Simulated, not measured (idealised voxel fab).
Module name: voxel wiring stack (process module)
Shown is cross-section cut, with a width of 250 nm and square cells of size 5 nm.
A cross-section in this document is a grid of square cells, and it is written down as bands, the top band listed before the ones below it; a band is made up of one or more rows of cells. Heads up on the band format: heights come first, top then bottom, in nm. After that it's the materials left to right, each with its width in nm. A single material flagged "everywhere" fills the whole band edge to edge, and "empty" means there's empty space there. Below 0: as-received wafer, all one material; heights counted from there. Lowest band: no bottom, goes on down, written "0 nm and below". Per-row width for "30..40": begins at first number (top row of band), ends at second number (bottom row), increment between rows held constant. When a step is marked "nothing different", none of the cells in the cross-section changed during that step. In "Sealed void list" the enclosed voids are listed, meaning empty spaces of 8 cells or larger without any opening to the top. The form is width x height at distance, distance from the left edge, units nm. Past the settings on a step's line: simulator remark, on that step. "overlay nm" on a masked step: distance the mask lay right of its planned place, negative for left.

The planned process steps are enumerated hereunder
1,op RECEIVE | material Si
2,op CONFORMAL_DEP | material SiO2 | thk nm 10
3,op DIRECTIONAL_DEP | material TiN | thk nm 5
4,op DIRECTIONAL_DEP | material Ru | thk nm 15
5,op DIRECTIONAL_DEP | material aC | thk nm 10
6,op PATTERN | tone cover | mask id METAL_1 | material resist | width nm 30 | pitch nm 50 | thk nm 25 | overlay nm 0
7,op DIRECTIONAL_ETCH | etch materials aC | depth nm 10
8,op STRIP | etch materials resist
9,op DIRECTIONAL_ETCH | etch materials Ru | depth nm 15
10,op DIRECTIONAL_ETCH | etch materials TiN | depth nm 5
11,op STRIP | etch materials aC
12,op FILL_DEP | material SiO2 | thk nm 5
13,op CMP | height nm 30
14,op CONFORMAL_DEP | material SiCN | thk nm 5
15,op DIRECTIONAL_DEP | material lowk | thk nm 30
16,op MASKED_ETCH | tone open | mask id METAL_2 | width nm 30 | pitch nm 50 | etch materials lowk | depth nm 20 | overlay nm 0
17,op MASKED_ETCH | tone open | mask id METAL_2_HOLES | width nm 15 | pitch nm 100 | etch materials lowk | depth nm 10 | overlay nm 0
18,op MASKED_ETCH | tone open | mask id METAL_2_HOLES | width nm 15 | pitch nm 100 | etch materials SiCN | depth nm 5 | overlay nm 0
19,op CONFORMAL_DEP | material TiN | thk nm 5
20,op FILL_DEP | material Ru | thk nm 5
21,op CMP | height nm 65
22,op CONFORMAL_DEP | material SiCN | thk nm 5
23,op DIRECTIONAL_DEP | material lowk | thk nm 10
24,op PATTERN | tone open | mask id PLUG_2 | material resist | width nm 15 | pitch nm 50 | thk nm 20 | overlay nm 0
25,op DIRECTIONAL_ETCH | etch materials lowk | depth nm 10
26,op DIRECTIONAL_ETCH | etch materials SiCN | depth nm 5
27,op STRIP | etch materials resist
28,op EPI | material Ru | thk nm 10
29,op EPI | material Ru | thk nm 5
30,op CONFORMAL_DEP | material SiCN | thk nm 5
31,op DIRECTIONAL_DEP | material SiO2 | thk nm 25
32,op PATTERN | tone open | mask id METAL_3 | material resist | width nm 30 | pitch nm 50 | thk nm 15 | overlay nm 0
33,op DIRECTIONAL_ETCH | etch materials SiO2 | depth nm 25
34,op DIRECTIONAL_ETCH | etch materials SiCN | depth nm 5
35,op STRIP | etch materials resist
36,op CONFORMAL_DEP | material TiN | thk nm 5
37,op FILL_DEP | material Ru | thk nm 5
38,op CMP | height nm 110
39,op CONFORMAL_DEP | material SiN | thk nm 5

The first of two wafers, run as planned

Shown in cross-section is the wafer as received, that is, as it stands after step 1
  0 nm and below = Si everywhere
  Sealed void list: none

After step 2
  10 nm to 0 nm = SiO2 everywhere
  No changes below 0.

After step 3
  15 nm to 10 nm = TiN everywhere
  No changes below 10.

After step 4
  30 nm to 15 nm = Ru everywhere
  No changes below 15.

After step 5
  40 nm to 30 nm = aC everywhere
  No changes below 30.

After step 6
  65 nm to 40 nm = empty 60 nm  resist 30 nm  empty 20 nm  resist 30 nm  empty 20 nm  resist 30 nm  empty 60 nm
  No changes below 40.

After step 7
  55 nm to 40 nm = empty 60 nm  resist 30 nm  empty 20 nm  resist 30 nm  empty 20 nm  resist 30 nm  empty 60 nm
  40 nm to 30 nm = empty 60 nm  aC 30 nm  empty 20 nm  aC 30 nm  empty 20 nm  aC 30 nm  empty 60 nm
  No changes below 30.

After step 8
  40 nm to 30 nm = empty 60 nm  aC 30 nm  empty 20 nm  aC 30 nm  empty 20 nm  aC 30 nm  empty 60 nm
  No changes below 30.

After step 9
  40 nm to 30 nm = empty 60 nm  aC 30 nm  empty 20 nm  aC 30 nm  empty 20 nm  aC 30 nm  empty 60 nm
  30 nm to 15 nm = empty 60 nm  Ru 30 nm  empty 20 nm  Ru 30 nm  empty 20 nm  Ru 30 nm  empty 60 nm
  No changes below 15.

After step 10
  40 nm to 30 nm = empty 60 nm  aC 30 nm  empty 20 nm  aC 30 nm  empty 20 nm  aC 30 nm  empty 60 nm
  30 nm to 15 nm = empty 60 nm  Ru 30 nm  empty 20 nm  Ru 30 nm  empty 20 nm  Ru 30 nm  empty 60 nm
  15 nm to 10 nm = empty 60 nm  TiN 30 nm  empty 20 nm  TiN 30 nm  empty 20 nm  TiN 30 nm  empty 60 nm
  No changes below 10.

After step 11
  30 nm to 15 nm = empty 60 nm  Ru 30 nm  empty 20 nm  Ru 30 nm  empty 20 nm  Ru 30 nm  empty 60 nm
  No changes below 15.

After step 12
  35 nm to 30 nm = SiO2 everywhere
  30 nm to 15 nm = SiO2 60 nm  Ru 30 nm  SiO2 20 nm  Ru 30 nm  SiO2 20 nm  Ru 30 nm  SiO2 60 nm
  15 nm to 10 nm = SiO2 60 nm  TiN 30 nm  SiO2 20 nm  TiN 30 nm  SiO2 20 nm  TiN 30 nm  SiO2 60 nm
  No changes below 10.

After step 13
  30 nm to 15 nm = SiO2 60 nm  Ru 30 nm  SiO2 20 nm  Ru 30 nm  SiO2 20 nm  Ru 30 nm  SiO2 60 nm
  No changes below 15.

After step 14
  35 nm to 30 nm = SiCN everywhere
  No changes below 30.

After step 15
  65 nm to 35 nm = lowk everywhere
  No changes below 35.

After step 16
  65 nm to 45 nm = lowk 60 nm  empty 30 nm  lowk 20 nm  empty 30 nm  lowk 20 nm  empty 30 nm  lowk 60 nm
  No changes below 45.

After step 17
  65 nm to 45 nm = lowk 60 nm  empty 30 nm  lowk 20 nm  empty 30 nm  lowk 20 nm  empty 30 nm  lowk 60 nm
  45 nm to 35 nm = lowk 60 nm  empty 15 nm  lowk 85 nm  empty 15 nm  lowk 75 nm
  No changes below 35.

After step 18
  65 nm to 45 nm = lowk 60 nm  empty 30 nm  lowk 20 nm  empty 30 nm  lowk 20 nm  empty 30 nm  lowk 60 nm
  45 nm to 35 nm = lowk 60 nm  empty 15 nm  lowk 85 nm  empty 15 nm  lowk 75 nm
  35 nm to 30 nm = SiCN 60 nm  empty 15 nm  SiCN 85 nm  empty 15 nm  SiCN 75 nm
  No changes below 30.

After step 19
  70 nm to 65 nm = TiN 65 nm  empty 20 nm  TiN 30 nm  empty 20 nm  TiN 30 nm  empty 20 nm  TiN 65 nm
  65 nm to 50 nm = lowk 60 nm  TiN 5 nm  empty 20 nm  TiN 5 nm  lowk 20 nm  TiN 5 nm  empty 20 nm  TiN 5 nm  lowk 20 nm  TiN 5 nm  empty 20 nm  TiN 5 nm  lowk 60 nm
  50 nm to 45 nm = lowk 60 nm  TiN 5 nm  empty 5 nm  TiN 20 nm  lowk 20 nm  TiN 30 nm  lowk 20 nm  TiN 5 nm  empty 5 nm  TiN 20 nm  lowk 60 nm
  45 nm to 35 nm = lowk 60 nm  TiN 5 nm  empty 5 nm  TiN 5 nm  lowk 85 nm  TiN 5 nm  empty 5 nm  TiN 5 nm  lowk 75 nm
  35 nm to 30 nm = SiCN 60 nm  TiN 15 nm  SiCN 85 nm  TiN 15 nm  SiCN 75 nm
  No changes below 30.

After step 20
  75 nm to 70 nm = Ru everywhere
  70 nm to 65 nm = TiN 65 nm  Ru 20 nm  TiN 30 nm  Ru 20 nm  TiN 30 nm  Ru 20 nm  TiN 65 nm
  65 nm to 50 nm = lowk 60 nm  TiN 5 nm  Ru 20 nm  TiN 5 nm  lowk 20 nm  TiN 5 nm  Ru 20 nm  TiN 5 nm  lowk 20 nm  TiN 5 nm  Ru 20 nm  TiN 5 nm  lowk 60 nm
  50 nm to 45 nm = lowk 60 nm  TiN 5 nm  Ru 5 nm  TiN 20 nm  lowk 20 nm  TiN 30 nm  lowk 20 nm  TiN 5 nm  Ru 5 nm  TiN 20 nm  lowk 60 nm
  45 nm to 35 nm = lowk 60 nm  TiN 5 nm  Ru 5 nm  TiN 5 nm  lowk 85 nm  TiN 5 nm  Ru 5 nm  TiN 5 nm  lowk 75 nm
  No changes below 35.

After step 21
  65 nm to 50 nm = lowk 60 nm  TiN 5 nm  Ru 20 nm  TiN 5 nm  lowk 20 nm  TiN 5 nm  Ru 20 nm  TiN 5 nm  lowk 20 nm  TiN 5 nm  Ru 20 nm  TiN 5 nm  lowk 60 nm
  No changes below 50.

After step 22
  70 nm to 65 nm = SiCN everywhere
  No changes below 65.

After step 23
  80 nm to 70 nm = lowk everywhere
  No changes below 70.

After step 24
  100 nm to 80 nm = resist 60 nm  empty 15 nm  resist 35 nm  empty 15 nm  resist 35 nm  empty 15 nm  resist 75 nm
  No changes below 80.

After step 25
  100 nm to 80 nm = resist 60 nm  empty 15 nm  resist 35 nm  empty 15 nm  resist 35 nm  empty 15 nm  resist 75 nm
  80 nm to 70 nm = lowk 60 nm  empty 15 nm  lowk 35 nm  empty 15 nm  lowk 35 nm  empty 15 nm  lowk 75 nm
  No changes below 70.

After step 26
  100 nm to 80 nm = resist 60 nm  empty 15 nm  resist 35 nm  empty 15 nm  resist 35 nm  empty 15 nm  resist 75 nm
  80 nm to 70 nm = lowk 60 nm  empty 15 nm  lowk 35 nm  empty 15 nm  lowk 35 nm  empty 15 nm  lowk 75 nm
  70 nm to 65 nm = SiCN 60 nm  empty 15 nm  SiCN 35 nm  empty 15 nm  SiCN 35 nm  empty 15 nm  SiCN 75 nm
  No changes below 65.

After step 27
  80 nm to 70 nm = lowk 60 nm  empty 15 nm  lowk 35 nm  empty 15 nm  lowk 35 nm  empty 15 nm  lowk 75 nm
  No changes below 70.

After step 28
  80 nm to 75 nm = lowk 60 nm  empty 15 nm  lowk 35 nm  empty 15 nm  lowk 35 nm  empty 15 nm  lowk 75 nm
  75 nm to 70 nm = lowk 60 nm  Ru 15 nm  lowk 35 nm  Ru 15 nm  lowk 35 nm  Ru 15 nm  lowk 75 nm
  70 nm to 65 nm = SiCN 60 nm  Ru 15 nm  SiCN 35 nm  Ru 15 nm  SiCN 35 nm  Ru 15 nm  SiCN 75 nm
  No changes below 65.

After step 29
  80 nm to 70 nm = lowk 60 nm  Ru 15 nm  lowk 35 nm  Ru 15 nm  lowk 35 nm  Ru 15 nm  lowk 75 nm
  No changes below 70.

After step 30
  85 nm to 80 nm = SiCN everywhere
  No changes below 80.

After step 31
  110 nm to 85 nm = SiO2 everywhere
  No changes below 85.

After step 32
  125 nm to 110 nm = resist 60 nm  empty 30 nm  resist 20 nm  empty 30 nm  resist 20 nm  empty 30 nm  resist 60 nm
  No changes below 110.

After step 33
  125 nm to 110 nm = resist 60 nm  empty 30 nm  resist 20 nm  empty 30 nm  resist 20 nm  empty 30 nm  resist 60 nm
  110 nm to 85 nm = SiO2 60 nm  empty 30 nm  SiO2 20 nm  empty 30 nm  SiO2 20 nm  empty 30 nm  SiO2 60 nm
  No changes below 85.

After step 34
  125 nm to 110 nm = resist 60 nm  empty 30 nm  resist 20 nm  empty 30 nm  resist 20 nm  empty 30 nm  resist 60 nm
  110 nm to 85 nm = SiO2 60 nm  empty 30 nm  SiO2 20 nm  empty 30 nm  SiO2 20 nm  empty 30 nm  SiO2 60 nm
  85 nm to 80 nm = SiCN 60 nm  empty 30 nm  SiCN 20 nm  empty 30 nm  SiCN 20 nm  empty 30 nm  SiCN 60 nm
  No changes below 80.

After step 35
  110 nm to 85 nm = SiO2 60 nm  empty 30 nm  SiO2 20 nm  empty 30 nm  SiO2 20 nm  empty 30 nm  SiO2 60 nm
  No changes below 85.

After step 36
  115 nm to 110 nm = TiN 65 nm  empty 20 nm  TiN 30 nm  empty 20 nm  TiN 30 nm  empty 20 nm  TiN 65 nm
  110 nm to 85 nm = SiO2 60 nm  TiN 5 nm  empty 20 nm  TiN 5 nm  SiO2 20 nm  TiN 5 nm  empty 20 nm  TiN 5 nm  SiO2 20 nm  TiN 5 nm  empty 20 nm  TiN 5 nm  SiO2 60 nm
  85 nm to 80 nm = SiCN 60 nm  TiN 30 nm  SiCN 20 nm  TiN 30 nm  SiCN 20 nm  TiN 30 nm  SiCN 60 nm
  No changes below 80.

After step 37
  120 nm to 115 nm = Ru everywhere
  115 nm to 110 nm = TiN 65 nm  Ru 20 nm  TiN 30 nm  Ru 20 nm  TiN 30 nm  Ru 20 nm  TiN 65 nm
  110 nm to 85 nm = SiO2 60 nm  TiN 5 nm  Ru 20 nm  TiN 5 nm  SiO2 20 nm  TiN 5 nm  Ru 20 nm  TiN 5 nm  SiO2 20 nm  TiN 5 nm  Ru 20 nm  TiN 5 nm  SiO2 60 nm
  No changes below 85.

After step 38
  110 nm to 85 nm = SiO2 60 nm  TiN 5 nm  Ru 20 nm  TiN 5 nm  SiO2 20 nm  TiN 5 nm  Ru 20 nm  TiN 5 nm  SiO2 20 nm  TiN 5 nm  Ru 20 nm  TiN 5 nm  SiO2 60 nm
  No changes below 85.

After step 39
  115 nm to 110 nm = SiN everywhere
  No changes below 110.

The second wafer: identical to the first at the outset and in its planned sequence, differing only in that one mistake was made during processing; up to and including step 31, its path is the first wafer's path

Second wafer, cross-section, planned end of step 32
  125 nm to 110 nm = resist 65 nm  empty 20 nm  resist 30 nm  empty 20 nm  resist 30 nm  empty 20 nm  resist 65 nm
  No changes below 110.

Second wafer, cross-section, planned end of step 33
  125 nm to 110 nm = resist 65 nm  empty 20 nm  resist 30 nm  empty 20 nm  resist 30 nm  empty 20 nm  resist 65 nm
  110 nm to 85 nm = SiO2 65 nm  empty 20 nm  SiO2 30 nm  empty 20 nm  SiO2 30 nm  empty 20 nm  SiO2 65 nm
  No changes below 85.

Second wafer, cross-section, planned end of step 34
  125 nm to 110 nm = resist 65 nm  empty 20 nm  resist 30 nm  empty 20 nm  resist 30 nm  empty 20 nm  resist 65 nm
  110 nm to 85 nm = SiO2 65 nm  empty 20 nm  SiO2 30 nm  empty 20 nm  SiO2 30 nm  empty 20 nm  SiO2 65 nm
  85 nm to 80 nm = SiCN 65 nm  empty 20 nm  SiCN 30 nm  empty 20 nm  SiCN 30 nm  empty 20 nm  SiCN 65 nm
  No changes below 80.

Second wafer, cross-section, planned end of step 35
  110 nm to 85 nm = SiO2 65 nm  empty 20 nm  SiO2 30 nm  empty 20 nm  SiO2 30 nm  empty 20 nm  SiO2 65 nm
  No changes below 85.

Second wafer, cross-section, planned end of step 36
  115 nm to 110 nm = TiN 70 nm  empty 10 nm  TiN 40 nm  empty 10 nm  TiN 40 nm  empty 10 nm  TiN 70 nm
  110 nm to 85 nm = SiO2 65 nm  TiN 5 nm  empty 10 nm  TiN 5 nm  SiO2 30 nm  TiN 5 nm  empty 10 nm  TiN 5 nm  SiO2 30 nm  TiN 5 nm  empty 10 nm  TiN 5 nm  SiO2 65 nm
  85 nm to 80 nm = SiCN 65 nm  TiN 20 nm  SiCN 30 nm  TiN 20 nm  SiCN 30 nm  TiN 20 nm  SiCN 65 nm
  No changes below 80.

Second wafer, cross-section, planned end of step 37
  120 nm to 115 nm = Ru everywhere
  115 nm to 110 nm = TiN 70 nm  Ru 10 nm  TiN 40 nm  Ru 10 nm  TiN 40 nm  Ru 10 nm  TiN 70 nm
  110 nm to 85 nm = SiO2 65 nm  TiN 5 nm  Ru 10 nm  TiN 5 nm  SiO2 30 nm  TiN 5 nm  Ru 10 nm  TiN 5 nm  SiO2 30 nm  TiN 5 nm  Ru 10 nm  TiN 5 nm  SiO2 65 nm
  No changes below 85.

Second wafer, cross-section, planned end of step 38
  110 nm to 85 nm = SiO2 65 nm  TiN 5 nm  Ru 10 nm  TiN 5 nm  SiO2 30 nm  TiN 5 nm  Ru 10 nm  TiN 5 nm  SiO2 30 nm  TiN 5 nm  Ru 10 nm  TiN 5 nm  SiO2 65 nm
  No changes below 85.

Second wafer, cross-section, planned end of step 39
  115 nm to 110 nm = SiN everywhere
  No changes below 110.
Where did the run depart from the plan? rather than as planned, step 32 actually ran as op PATTERN | tone open | mask id METAL_3 | material resist | width nm 20 | pitch nm 50 | thk nm 15 | overlay nm 0
The final cell counts differ between the wafers, with the second having more or fewer of some materials than the first: Ru -30; SiCN +6; SiO2 +30; TiN -6
